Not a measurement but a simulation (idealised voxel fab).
The following process module bears the name voxel ribs on slabs.
Displayed cross-section: cut, width of 270 nm, square cells sized 5 nm.
Format of a cross-section: grid, square cells. Given as bands. Order: top down. Band: one or more rows of cells.
Per band: top height and bottom height in nm, followed by the left-to-right materials and their widths in nm; "all across" marks a single material spanning edge to edge, "air" marks empty space.
It should be noted that heights are counted from 0, beneath which the wafer as supplied is of one material throughout, and that the lowest band possesses no lower boundary but continues downward, as written in "z 0 and below".
It should be noted that a width expressed as "30 to 40" varies in equal increments from row to row of cells within the band, taking the value of the first number at the top row and that of the second number at the bottom row.
Key: "nothing changed" - step with no changed cell in the cross-section.
"Voids, enclosed" enumerates empty spaces isolated from the top, with no open way to it, that contain at least 8 cells, giving each as width x height at distance from the left edge, all three in nm.
On each step's line, the part that comes after the settings is the simulator's own comment on the step.
overlay nm, on a step with a mask: how far to the right of its planned place the mask lay; to the left if negative

Listed below are the process steps as planned
- 1: RECEIVE with material Si
- 2: DIRECTIONAL_DEP with material SiO2, thk nm 20
- 3: DIRECTIONAL_DEP with material polySi, thk nm 15
- 4: MASKED_ETCH with tone cover, mask id RIB, width nm 30, etch materials polySi, depth nm 5, overlay nm 0
- 5: PATTERN with tone cover, mask id SLAB, material resist, width nm 60, thk nm 15, overlay nm 0
- 6: DIRECTIONAL_ETCH with etch materials polySi, depth nm 10
- 7: STRIP with etch materials resist
- 8: FILL_DEP with material SiO2, thk nm 20
- 9: CMP with height nm 50
- 10: DIRECTIONAL_DEP with material W, thk nm 5
- 11: DIRECTIONAL_DEP with material aC, thk nm 10
- 12: PATTERN with tone cover, mask id HEATER, material resist, width nm 40, thk nm 25, overlay nm 0
- 13: DIRECTIONAL_ETCH with etch materials aC, depth nm 10
- 14: STRIP with etch materials resist
- 15: DIRECTIONAL_ETCH with etch materials W, depth nm 5
- 16: STRIP with etch materials aC
- 17: CONFORMAL_DEP with material SiO2, thk nm 5

First wafer of two (run as planned)

The cross-section here shows the wafer as received, i.e. in its state after step 1
- z 0 and below: Si all across
- Voids, enclosed: none

Wafer after step 2 (cross-section)
- z 20 to 0: SiO2 all across
- Heights below 0 show no change.

Wafer after step 3 (cross-section)
- z 35 to 20: polySi all across
- Heights below 20 show no change.

Wafer after step 4 (cross-section)
- z 35 to 30: air=120  polySi=30  air=120
- Heights below 30 show no change.

Wafer after step 5 (cross-section)
- z 50 to 35: air=105  resist=60  air=105
- z 35 to 30: air=105  resist=15  polySi=30  resist=15  air=105
- Heights below 30 show no change.

Wafer after step 6 (cross-section)
- z 50 to 35: air=105  resist=60  air=105
- z 35 to 30: air=105  resist=15  polySi=30  resist=15  air=105
- z 30 to 20: air=105  polySi=60  air=105
- Heights below 20 show no change.

Wafer after step 7 (cross-section)
- z 35 to 30: air=120  polySi=30  air=120
- Heights below 30 show no change.

Wafer after step 8 (cross-section)
- z 55 to 35: SiO2 all across
- z 35 to 30: SiO2=120  polySi=30  SiO2=120
- z 30 to 20: SiO2=105  polySi=60  SiO2=105
- Heights below 20 show no change.

Wafer after step 9 (cross-section)
- z 50 to 35: SiO2 all across
- Heights below 35 show no change.

Wafer after step 10 (cross-section)
- z 55 to 50: W all across
- Heights below 50 show no change.

Wafer after step 11 (cross-section)
- z 65 to 55: aC all across
- Heights below 55 show no change.

Wafer after step 12 (cross-section)
- z 90 to 65: air=115  resist=40  air=115
- Heights below 65 show no change.

Wafer after step 13 (cross-section)
- z 80 to 65: air=115  resist=40  air=115
- z 65 to 55: air=115  aC=40  air=115
- Heights below 55 show no change.

Wafer after step 14 (cross-section)
- z 65 to 55: air=115  aC=40  air=115
- Heights below 55 show no change.

Wafer after step 15 (cross-section)
- z 65 to 55: air=115  aC=40  air=115
- z 55 to 50: air=115  W=40  air=115
- Heights below 50 show no change.

Wafer after step 16 (cross-section)
- z 55 to 50: air=115  W=40  air=115
- Heights below 50 show no change.

Wafer after step 17 (cross-section)
- z 60 to 55: air=110  SiO2=50  air=110
- z 55 to 50: SiO2=115  W=40  SiO2=115
- Heights below 50 show no change.

Now the other wafer: same start, same recipe, but we messed up one thing when running it. Up to and including step 3 it's the same as the first one

Planned end of step 4: second wafer, cross-section
- z 35 to 30: air=115  polySi=30  air=125
- Heights below 30 show no change.

Planned end of step 5: second wafer, cross-section
- z 50 to 35: air=105  resist=60  air=105
- z 35 to 30: air=105  resist=10  polySi=30  resist=20  air=105
- Heights below 30 show no change.

Planned end of step 6: second wafer, cross-section
- z 50 to 35: air=105  resist=60  air=105
- z 35 to 30: air=105  resist=10  polySi=30  resist=20  air=105
- z 30 to 20: air=105  polySi=60  air=105
- Heights below 20 show no change.

Planned end of step 7: second wafer, cross-section
- z 35 to 30: air=115  polySi=30  air=125
- Heights below 30 show no change.

Planned end of step 8: second wafer, cross-section
- z 55 to 35: SiO2 all across
- z 35 to 30: SiO2=115  polySi=30  SiO2=125
- z 30 to 20: SiO2=105  polySi=60  SiO2=105
- Heights below 20 show no change.

Planned end of step 9: second wafer, cross-section
- z 50 to 35: SiO2 all across
- Heights below 35 show no change.

Planned end of step 10: second wafer, cross-section
- z 55 to 50: W all across
- Heights below 50 show no change.

Planned end of step 11: second wafer, cross-section
- z 65 to 55: aC all across
- Heights below 55 show no change.

Planned end of step 12: second wafer, cross-section
- z 90 to 65: air=115  resist=40  air=115
- Heights below 65 show no change.

Planned end of step 13: second wafer, cross-section
- z 80 to 65: air=115  resist=40  air=115
- z 65 to 55: air=115  aC=40  air=115
- Heights below 55 show no change.

Planned end of step 14: second wafer, cross-section
- z 65 to 55: air=115  aC=40  air=115
- Heights below 55 show no change.

Planned end of step 15: second wafer, cross-section
- z 65 to 55: air=115  aC=40  air=115
- z 55 to 50: air=115  W=40  air=115
- Heights below 50 show no change.

Planned end of step 16: second wafer, cross-section
- z 55 to 50: air=115  W=40  air=115
- Heights below 50 show no change.

Planned end of step 17: second wafer, cross-section
- z 60 to 55: air=110  SiO2=50  air=110
- z 55 to 50: SiO2=115  W=40  SiO2=115
- Heights below 50 show no change.
Heads up, the wafer didn't run the way we planned it: contrary to plan, step 4 was performed as MASKED_ETCH with tone cover, mask id RIB, width nm 30, etch materials polySi, depth nm 5, overlay nm -5
At the end, the second wafer has the same number of cells of each material as the first, but those cells sit in other places.
